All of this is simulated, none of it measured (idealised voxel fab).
voxel self aligned vias: a process module
Square cell edge 5 nm, section width 295 nm, ID cut.
Think of the cross-section as a grid of square cells. We describe it in bands, top to bottom, and each band covers one or more rows of those cells.
First you get the band's top height and its bottom height, in nm, and then the materials it's made of, left to right, with each width in nm. If you see a single material with "edge to edge", that one covers the band edge to edge. "empty" is empty space.
For the purposes of this specification, 0 denotes the height below which the wafer in its as-received condition is composed wholly of one material, and the lowermost band, lacking a lower limit, extends downward without end, as expressed in "0..down".
The width entry "30->40" should be interpreted row by row: the top row of cells in the band takes the first number, the bottom row takes the second number, and the change between adjacent rows is uniform throughout.
"left unchanged" -> step changed no cross-section cell.
"Closed empty spaces" lists enclosed empty spaces (at least 8 cells, no open path upward to the top), each as width x height at distance from the left edge, in nm.
Past the settings on a step's line: simulator remark, on that step.
A step's line can hold "overlay nm"; with a mask on that step, the setting says how far right of the planned place the mask lay, while a negative setting says it lay to the left.
Steps in the process plan:
- 1: RECEIVE | material Si
- 2: CONFORMAL_DEP | material SiO2 | thk nm 10
- 3: CONFORMAL_DEP | material SiCN | thk nm 5
- 4: DIRECTIONAL_DEP | material SiO2 | thk nm 25
- 5: DIRECTIONAL_DEP | material aC | thk nm 15
- 6: PATTERN | tone open | mask id LINES | material resist | width nm 20 | pitch nm 55 | thk nm 30 | overlay nm 0
- 7: DIRECTIONAL_ETCH | etch materials aC | depth nm 15
- 8: STRIP | etch materials resist
- 9: DIRECTIONAL_ETCH | etch materials SiO2 | depth nm 25
- 10: STRIP | etch materials aC
- 11: CONFORMAL_DEP | material TiN | thk nm 5
- 12: FILL_DEP | material W | thk nm 10
- 13: CMP | height nm 40
- 14: SELECTIVE_ETCH | etch materials W Ru TiN | depth nm 5
- 15: FILL_DEP | material SiN | thk nm 5
- 16: CMP | height nm 40
- 17: DIRECTIONAL_DEP | material SiO2 | thk nm 20
- 18: MASKED_ETCH | tone open | mask id VIAS | width nm 30 | pitch nm 55 | etch materials SiO2 | depth nm 20 | overlay nm 0
- 19: MASKED_ETCH | tone open | mask id VIAS | width nm 30 | pitch nm 55 | etch materials SiN | depth nm 5 | overlay nm 0
- 20: CONFORMAL_DEP | material TiN | thk nm 5
- 21: FILL_DEP | material Ru | thk nm 10
- 22: CMP | height nm 60
- 23: CONFORMAL_DEP | material SiN | thk nm 5
Concerning the first of two wafers, which was run in accordance with the plan:
Delivered wafer in cross-section: state after step 1:
0..down: Si edge to edge
Closed empty spaces: none
Once step 2 is through, the wafer looks like this in cross-section:
10..0: SiO2 edge to edge
Unchanged below 0.
Once step 3 is through, the wafer looks like this in cross-section:
15..10: SiCN edge to edge
Unchanged below 10.
Once step 4 is through, the wafer looks like this in cross-section:
40..15: SiO2 edge to edge
Unchanged below 15.
Once step 5 is through, the wafer looks like this in cross-section:
55..40: aC edge to edge
Unchanged below 40.
Once step 6 is through, the wafer looks like this in cross-section:
85..55: resist (80); empty (20); resist (35); empty (20); resist (35); empty (20); resist (85)
Unchanged below 55.
Once step 7 is through, the wafer looks like this in cross-section:
70..55: resist (80); empty (20); resist (35); empty (20); resist (35); empty (20); resist (85)
55..40: aC (80); empty (20); aC (35); empty (20); aC (35); empty (20); aC (85)
Unchanged below 40.
Once step 8 is through, the wafer looks like this in cross-section:
55..40: aC (80); empty (20); aC (35); empty (20); aC (35); empty (20); aC (85)
Unchanged below 40.
Once step 9 is through, the wafer looks like this in cross-section:
55..40: aC (80); empty (20); aC (35); empty (20); aC (35); empty (20); aC (85)
40..15: SiO2 (80); empty (20); SiO2 (35); empty (20); SiO2 (35); empty (20); SiO2 (85)
Unchanged below 15.
Once step 10 is through, the wafer looks like this in cross-section:
40..15: SiO2 (80); empty (20); SiO2 (35); empty (20); SiO2 (35); empty (20); SiO2 (85)
Unchanged below 15.
Once step 11 is through, the wafer looks like this in cross-section:
45..40: TiN (85); empty (10); TiN (45); empty (10); TiN (45); empty (10); TiN (90)
40..20: SiO2 (80); TiN (5); empty (10); TiN (5); SiO2 (35); TiN (5); empty (10); TiN (5); SiO2 (35); TiN (5); empty (10); TiN (5); SiO2 (85)
20..15: SiO2 (80); TiN (20); SiO2 (35); TiN (20); SiO2 (35); TiN (20); SiO2 (85)
Unchanged below 15.
Once step 12 is through, the wafer looks like this in cross-section:
55..45: W edge to edge
45..40: TiN (85); W (10); TiN (45); W (10); TiN (45); W (10); TiN (90)
40..20: SiO2 (80); TiN (5); W (10); TiN (5); SiO2 (35); TiN (5); W (10); TiN (5); SiO2 (35); TiN (5); W (10); TiN (5); SiO2 (85)
Unchanged below 20.
Once step 13 is through, the wafer looks like this in cross-section:
40..20: SiO2 (80); TiN (5); W (10); TiN (5); SiO2 (35); TiN (5); W (10); TiN (5); SiO2 (35); TiN (5); W (10); TiN (5); SiO2 (85)
Unchanged below 20.
Once step 14 is through, the wafer looks like this in cross-section:
40..35: SiO2 (80); empty (20); SiO2 (35); empty (20); SiO2 (35); empty (20); SiO2 (85)
Unchanged below 35.
Once step 15 is through, the wafer looks like this in cross-section:
45..40: SiN edge to edge
40..35: SiO2 (80); SiN (20); SiO2 (35); SiN (20); SiO2 (35); SiN (20); SiO2 (85)
Unchanged below 35.
Once step 16 is through, the wafer looks like this in cross-section:
40..35: SiO2 (80); SiN (20); SiO2 (35); SiN (20); SiO2 (35); SiN (20); SiO2 (85)
Unchanged below 35.
Once step 17 is through, the wafer looks like this in cross-section:
60..40: SiO2 edge to edge
Unchanged below 40.
Once step 18 is through, the wafer looks like this in cross-section:
60..40: SiO2 (75); empty (30); SiO2 (25); empty (30); SiO2 (25); empty (30); SiO2 (80)
Unchanged below 40.
Once step 19 is through, the wafer looks like this in cross-section:
60..40: SiO2 (75); empty (30); SiO2 (25); empty (30); SiO2 (25); empty (30); SiO2 (80)
40..35: SiO2 (80); empty (20); SiO2 (35); empty (20); SiO2 (35); empty (20); SiO2 (85)
Unchanged below 35.
Once step 20 is through, the wafer looks like this in cross-section:
65..60: TiN (80); empty (20); TiN (35); empty (20); TiN (35); empty (20); TiN (85)
60..45: SiO2 (75); TiN (5); empty (20); TiN (5); SiO2 (25); TiN (5); empty (20); TiN (5); SiO2 (25); TiN (5); empty (20); TiN (5); SiO2 (80)
45..40: SiO2 (75); TiN (10); empty (10); TiN (10); SiO2 (25); TiN (10); empty (10); TiN (10); SiO2 (25); TiN (10); empty (10); TiN (10); SiO2 (80)
40..35: SiO2 (80); TiN (20); SiO2 (35); TiN (20); SiO2 (35); TiN (20); SiO2 (85)
Unchanged below 35.
Once step 21 is through, the wafer looks like this in cross-section:
75..65: Ru edge to edge
65..60: TiN (80); Ru (20); TiN (35); Ru (20); TiN (35); Ru (20); TiN (85)
60..45: SiO2 (75); TiN (5); Ru (20); TiN (5); SiO2 (25); TiN (5); Ru (20); TiN (5); SiO2 (25); TiN (5); Ru (20); TiN (5); SiO2 (80)
45..40: SiO2 (75); TiN (10); Ru (10); TiN (10); SiO2 (25); TiN (10); Ru (10); TiN (10); SiO2 (25); TiN (10); Ru (10); TiN (10); SiO2 (80)
Unchanged below 40.
Once step 22 is through, the wafer looks like this in cross-section:
60..45: SiO2 (75); TiN (5); Ru (20); TiN (5); SiO2 (25); TiN (5); Ru (20); TiN (5); SiO2 (25); TiN (5); Ru (20); TiN (5); SiO2 (80)
Unchanged below 45.
Once step 23 is through, the wafer looks like this in cross-section:
65..60: SiN edge to edge
Unchanged below 60.
Wafer two of the pair: same origin, same plan, one error during the run; identical to wafer one up to and including step 18:
Cross-sectional view of the second wafer at the intended end time of process step 19:
60..40: SiO2 (75); empty (30); SiO2 (25); empty (30); SiO2 (25); empty (30); SiO2 (80)
40..35: SiO2 (80); SiN (5); empty (15); SiO2 (35); SiN (5); empty (15); SiO2 (35); SiN (5); empty (15); SiO2 (85)
Unchanged below 35.
Cross-sectional view of the second wafer at the intended end time of process step 20:
65..60: TiN (80); empty (20); TiN (35); empty (20); TiN (35); empty (20); TiN (85)
60..45: SiO2 (75); TiN (5); empty (20); TiN (5); SiO2 (25); TiN (5); empty (20); TiN (5); SiO2 (25); TiN (5); empty (20); TiN (5); SiO2 (80)
45..40: SiO2 (75); TiN (15); empty (5); TiN (10); SiO2 (25); TiN (15); empty (5); TiN (10); SiO2 (25); TiN (15); empty (5); TiN (10); SiO2 (80)
40..35: SiO2 (80); SiN (5); TiN (15); SiO2 (35); SiN (5); TiN (15); SiO2 (35); SiN (5); TiN (15); SiO2 (85)
Unchanged below 35.
Cross-sectional view of the second wafer at the intended end time of process step 21:
75..65: Ru edge to edge
65..60: TiN (80); Ru (20); TiN (35); Ru (20); TiN (35); Ru (20); TiN (85)
60..45: SiO2 (75); TiN (5); Ru (20); TiN (5); SiO2 (25); TiN (5); Ru (20); TiN (5); SiO2 (25); TiN (5); Ru (20); TiN (5); SiO2 (80)
45..40: SiO2 (75); TiN (15); Ru (5); TiN (10); SiO2 (25); TiN (15); Ru (5); TiN (10); SiO2 (25); TiN (15); Ru (5); TiN (10); SiO2 (80)
Unchanged below 40.
Cross-sectional view of the second wafer at the intended end time of process step 22:
60..45: SiO2 (75); TiN (5); Ru (20); TiN (5); SiO2 (25); TiN (5); Ru (20); TiN (5); SiO2 (25); TiN (5); Ru (20); TiN (5); SiO2 (80)
Unchanged below 45.
Cross-sectional view of the second wafer at the intended end time of process step 23:
65..60: SiN edge to edge
Unchanged below 60.
Want to know what went wrong? off-plan run, step 19, actual operation and settings MASKED_ETCH | tone open | mask id VIAS | width nm 30 | pitch nm 55 | etch materials SiN | depth nm 5 | overlay nm 10
Once processing is complete, comparing cell counts shows that the second wafer has more or fewer of certain materials than the first: Ru -3 | SiN +3
